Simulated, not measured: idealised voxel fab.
process module | voxel capacitor over wiring
cross-section cut | 220 nm wide | cells 5 nm
A cross-section is a grid of square cells, given in bands from the top down. A band is one or more rows of cells.
Each band's line starts with the height of the band's top and of its bottom, in nm. Then come its materials from left to right, each with its width in nm. One material with "throughout" fills the band from edge to edge. "air" is empty space.
Height 0 is the level under which the wafer as received is all one material. The lowest band goes on downwards, as in "0 down".
A width such as "30 to 40" changes by the same amount from each row of cells to the next, from the band's top row to its bottom row.
"no change" after a step means that no cell of the cross-section changed.
closed voids: empty space of 8 cells or more with no open way to the top, each as width x height at its distance from the left edge, in nm
after a step's settings: what the simulator itself notes on the step
overlay nm, on a step with a mask: how far to the right of its planned place the mask lay; to the left if negative
plan
1 op RECEIVE | material Si
2 op CONFORMAL_DEP | material SiO2 | thk nm 10
3 op CONFORMAL_DEP | material SiN | thk nm 5
4 op DIRECTIONAL_DEP | material lowk | thk nm 15
5 op PATTERN | tone open | mask id METAL_1 | material resist | width nm 20 | pitch nm 70 | thk nm 15 | overlay nm 0
6 op DIRECTIONAL_ETCH | etch materials lowk | depth nm 15
7 op DIRECTIONAL_ETCH | etch materials SiN | depth nm 5
8 op STRIP | etch materials resist
9 op CONFORMAL_DEP | material TiN | thk nm 5
10 op FILL_DEP | material Cu | thk nm 10
11 op CMP | height nm 30
12 op CONFORMAL_DEP | material SiCN | thk nm 5
13 op DIRECTIONAL_DEP | material lowk | thk nm 20
14 op DIRECTIONAL_DEP | material aC | thk nm 10
15 op PATTERN | tone open | mask id PLUG_1 | material resist | width nm 15 | thk nm 30 | overlay nm 0
16 op DIRECTIONAL_ETCH | etch materials aC | depth nm 10
17 op STRIP | etch materials resist
18 op DIRECTIONAL_ETCH | etch materials lowk | depth nm 20
19 op DIRECTIONAL_ETCH | etch materials SiCN | depth nm 5
20 op STRIP | etch materials aC
21 op EPI | material Ru | thk nm 10
22 op EPI | material Ru | thk nm 10
23 op EPI | material Ru | thk nm 5
24 op DIRECTIONAL_DEP | material TiN | thk nm 10
25 op DIRECTIONAL_DEP | material SiN | thk nm 5
26 op DIRECTIONAL_DEP | material TiN | thk nm 10
27 op PATTERN | tone cover | mask id UPPER_PLATE | material resist | width nm 45 | thk nm 15 | overlay nm 0
28 op DIRECTIONAL_ETCH | etch materials TiN | depth nm 10
29 op DIRECTIONAL_ETCH | etch materials SiN | depth nm 5
30 op STRIP | etch materials resist
31 op MASKED_ETCH | tone cover | mask id LOWER_PLATE | width nm 65 | etch materials TiN | depth nm 10 | overlay nm 0
32 op FILL_DEP | material SiO2 | thk nm 15
33 op CMP | height nm 90
34 op DIRECTIONAL_DEP | material aC | thk nm 15
35 op PATTERN | tone open | mask id PLUG_2 | material resist | width nm 15 | thk nm 30 | overlay nm 0
36 op DIRECTIONAL_ETCH | etch materials aC | depth nm 15
37 op STRIP | etch materials resist
38 op DIRECTIONAL_ETCH | etch materials SiO2 | depth nm 10
39 op STRIP | etch materials aC
40 op CONFORMAL_DEP | material TiN | thk nm 5
41 op FILL_DEP | material Cu | thk nm 5
42 op CMP | height nm 90
43 op CONFORMAL_DEP | material SiCN | thk nm 5
varied across the wafers: width nm of step 27. The plan shows the first wafer's value. All wafers start alike
first wafer as received, after step 1
  0 down: Si throughout
  closed voids: none
each wafer at the end: cells of each material gained (+) or lost (-) since it was received, then its closed voids
width nm 45 | +13 Cu | +15 Ru | +85 SiCN | +45 SiN | +337 SiO2 | +69 TiN | +272 lowk | closed voids: none
width nm 50 | +13 Cu | +15 Ru | +85 SiCN | +46 SiN | +334 SiO2 | +71 TiN | +272 lowk | closed voids: none
width nm 55 | +13 Cu | +15 Ru | +85 SiCN | +47 SiN | +331 SiO2 | +73 TiN | +272 lowk | closed voids: none
width nm 60 | +13 Cu | +15 Ru | +85 SiCN | +48 SiN | +328 SiO2 | +75 TiN | +272 lowk | closed voids: none
width nm 65 | +13 Cu | +15 Ru | +85 SiCN | +49 SiN | +325 SiO2 | +77 TiN | +272 lowk | closed voids: none
width nm 70 | +13 Cu | +15 Ru | +85 SiCN | +50 SiN | +322 SiO2 | +79 TiN | +272 lowk | closed voids: none
